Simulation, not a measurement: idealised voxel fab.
A process module follows: voxel lift off.
Shown is cross-section cut, with a width of 205 nm and square cells of size 5 nm.
Format of a cross-section: grid, square cells. Given as bands. Order: top down. Band: one or more rows of cells. Top, bottom (nm), then materials left to right with widths (nm); lone material tagged "everywhere" fills the whole band edge to edge; "air" = empty space. All heights in this document are referenced to 0, defined as the level beneath which the wafer, as received, consists entirely of one material. The lowest band is not bounded below; it extends indefinitely downward and is written in the form "0 and below". The expression "30->40" gives the width at the extremes of the band, the first number at its top row of cells and the second at its bottom row, with the width changing by equal amounts from each row to the next in between. What does "nothing changed" mean for a step? It means no cell of the cross-section changed in that step. Basically, "Internal closed voids" tells you about the enclosed voids: empty spaces with no open way to the top, 8 cells or bigger, each written width x height at distance, where distance is from the left edge, all in nm. If you see something after the settings on a step's line, that's the simulator's own remark about that step. "overlay nm" on a masked step: distance the mask lay right of its planned place, negative for left.

Process steps foreseen in the plan
1,RECEIVE, material Si
2,CONFORMAL_DEP, material SiN, thk nm 5
3,PATTERN, tone open, mask id LINES, material resist, width nm 15, pitch nm 40, thk nm 25, overlay nm 0
4,DIRECTIONAL_DEP, material Ru, thk nm 15
5,STRIP, etch materials resist
6,CONFORMAL_DEP, material SiO2, thk nm 5

First wafer out of two, processed as planned

Received-state cross-section, reflecting completion of step 1
	0 and below  Si everywhere
	Internal closed voids: none

Sectional view: wafer, after step 2
	5 down to 0  SiN everywhere
	Below 0 it's all the same as before, nothing changed down there.

Sectional view: wafer, after step 3
	30 down to 5  resist 75; air 15; resist 25; air 15; resist 75
	Below 5 it's all the same as before, nothing changed down there.

Sectional view: wafer, after step 4
	45 down to 30  Ru 75; air 15; Ru 25; air 15; Ru 75
	30 down to 20  resist 75; air 15; resist 25; air 15; resist 75
	20 down to 5  resist 75; Ru 15; resist 25; Ru 15; resist 75
	Below 5 it's all the same as before, nothing changed down there.

Sectional view: wafer, after step 5
	20 down to 5  air 75; Ru 15; air 25; Ru 15; air 75
	Below 5 it's all the same as before, nothing changed down there.

Sectional view: wafer, after step 6
	25 down to 20  air 70; SiO2 25; air 15; SiO2 25; air 70
	20 down to 10  air 70; SiO2 5; Ru 15; SiO2 5; air 15; SiO2 5; Ru 15; SiO2 5; air 70
	10 down to 5  SiO2 75; Ru 15; SiO2 25; Ru 15; SiO2 75
	Below 5 it's all the same as before, nothing changed down there.

Notes, second wafer: start = first wafer's, plan = first wafer's, execution had one mistake; history identical to first through step 5

X-section, second wafer, when step 6 was due to finish: nothing changed
In executing the process, a mistake was made relative to the plan: the plan's step 6 went unexecuted, having been skipped
Final cells, second wafer relative to first, materials higher or lower: SiO2 -53
